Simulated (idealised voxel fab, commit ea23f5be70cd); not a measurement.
process module | voxel self aligned vias
cross-section cut | 265 nm wide | cells 5 nm
A cross-section is a grid of square cells, given in bands from the top down. A band is one or more rows of cells.
Each band's line starts with the height of the band's top and of its bottom, in nm. Then come its materials from left to right, each with its width in nm. One material with "throughout" fills the band from edge to edge. "air" is empty space.
Height 0 is the level under which the wafer as received is all one material. The lowest band goes on downwards, as in "0 down".
A width such as "30 to 40" changes by the same amount from each row of cells to the next, from the band's top row to its bottom row.
"no change" after a step means that no cell of the cross-section changed.
closed voids: empty space of 8 cells or more with no open way to the top, each as width x height at its distance from the left edge, in nm
after a step's settings: what the simulator itself notes on the step
overlay nm, on a step with a mask: how far to the right of its planned place the mask lay; to the left if negative
plan
1 op RECEIVE | material Si
2 op CONFORMAL_DEP | material SiO2 | thk nm 10
3 op CONFORMAL_DEP | material SiCN | thk nm 5
4 op DIRECTIONAL_DEP | material SiO2 | thk nm 25
5 op MASKED_ETCH | tone open | mask id LINES | width nm 25 | pitch nm 60 | etch materials SiO2 | depth nm 25 | overlay nm 0
6 op CONFORMAL_DEP | material TiN | thk nm 5
7 op FILL_DEP | material W | thk nm 10
8 op CMP | height nm 40
9 op SELECTIVE_ETCH | etch materials W Ru TiN | depth nm 5
10 op FILL_DEP | material SiN | thk nm 10
11 op CMP | height nm 40
12 op DIRECTIONAL_DEP | material SiO2 | thk nm 20
13 op PATTERN | tone open | mask id VIAS | material resist | width nm 35 | pitch nm 120 | thk nm 20 | overlay nm 0
14 op DIRECTIONAL_ETCH | etch materials SiO2 | depth nm 20
15 op DIRECTIONAL_ETCH | etch materials SiN | depth nm 5
16 op STRIP | etch materials resist
17 op CONFORMAL_DEP | material TiN | thk nm 5
18 op FILL_DEP | material Ru | thk nm 5
19 op CMP | height nm 60
20 op CONFORMAL_DEP | material SiN | thk nm 5
as received, after step 1
  0 down: Si throughout
  closed voids: none
a wafer at the end: this start, this plan, one mistake
  65 to 60: SiCN throughout
  60 to 45: SiO2 55 | TiN 5 | Ru 25 | TiN 5 | SiO2 85 | TiN 5 | Ru 25 | TiN 5 | SiO2 55
  45 to 40: SiO2 55 | TiN 10 | Ru 15 | TiN 10 | SiO2 85 | TiN 10 | Ru 15 | TiN 10 | SiO2 55
  40 to 35: SiO2 60 | TiN 25 | SiO2 35 | SiN 25 | SiO2 35 | TiN 25 | SiO2 60
  35 to 20: SiO2 60 | TiN 5 | W 15 | TiN 5 | SiO2 35 | TiN 5 | W 15 | TiN 5 | SiO2 35 | TiN 5 | W 15 | TiN 5 | SiO2 60
  20 to 15: SiO2 60 | TiN 25 | SiO2 35 | TiN 25 | SiO2 35 | TiN 25 | SiO2 60
  15 to 10: SiCN throughout
  10 to 0: SiO2 throughout
  0 down: Si throughout
  closed voids: none
what went wrong: step 20 ran as: op CONFORMAL_DEP | material SiCN | thk nm 5
